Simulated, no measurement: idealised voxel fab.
Process module name: voxel fin reveal
The width of the displayed cross-section, cut, is 235 nm; its cells are square, with a size of 5 nm.
Cross-section layout: square cells on a grid; listed as bands, top to bottom; a band spans one or more cell rows.
Within each band entry, the heights of the top and of the bottom of the band appear first, in that order and in nm; the materials of the band then follow from left to right, each with its corresponding width in nm. The designation "throughout" on a single material indicates that it fills the band from edge to edge; the designation "air" indicates empty space.
Height datum 0, below which the as-received substrate wafer is one material. Lowest band open at the bottom, running downward: "z 0 and below".
Graded width ("30..40"): value in top row of band = first number; value in bottom row = second number; row-to-row change constant.
For the purposes of this document, the phrase "same as before" attached to a step denotes that no cell within the cross-section was modified by that step.
Reported under the label "Sealed-off cavities" are the empty spaces having no open way to the top and comprising 8 cells or more; the notation for each is width x height at distance, in which the distance is measured from the left edge and all three values are in nm.
Formally, on a step line, whatever follows the settings is a remark that the simulator itself makes on the step.
A step line may carry the setting "overlay nm", which, for steps involving a mask, states the distance by which the mask lay to the right of its intended position; negative values denote displacement to the left.

This section lists the process steps that were planned:
1,RECEIVE: material Si
2,CONFORMAL_DEP: material SiN, thk nm 5
3,DIRECTIONAL_DEP: material aC, thk nm 15
4,PATTERN: tone cover, mask id FINS, material resist, width nm 15, pitch nm 45, thk nm 30, overlay nm 0
5,DIRECTIONAL_ETCH: etch materials aC, depth nm 15
6,STRIP: etch materials resist
7,DIRECTIONAL_ETCH: etch materials SiN, depth nm 5
8,DIRECTIONAL_ETCH: etch materials Si, depth nm 30
9,STRIP: etch materials aC
10,FILL_DEP: material SiO2, thk nm 10
11,CMP: height nm 5
12,SELECTIVE_ETCH: etch materials SiO2, depth nm 35
13,STRIP: etch materials SiN
Every wafer here starts from the same state; it is the step 8 depth nm that distinguishes them, and the value the plan gives belongs to the first wafer.

First wafer of several, as received: cross-section after step 1:
    z 0 and below | Si throughout
    Sealed-off cavities: none

Note: the following table is arranged by wafer, a row apiece. Each row reports the end-of-module state: per material, cells gained (+) or cells lost (-) compared with the wafer as received; closed voids follow:
depth nm 30, -210 Si, Sealed-off cavities: none
depth nm 35, -245 Si, +35 SiO2, Sealed-off cavities: none
depth nm 40, -280 Si, +70 SiO2, Sealed-off cavities: none
depth nm 45, -315 Si, +105 SiO2, Sealed-off cavities: none
depth nm 50, -350 Si, +140 SiO2, Sealed-off cavities: none
depth nm 55, -385 Si, +175 SiO2, Sealed-off cavities: none
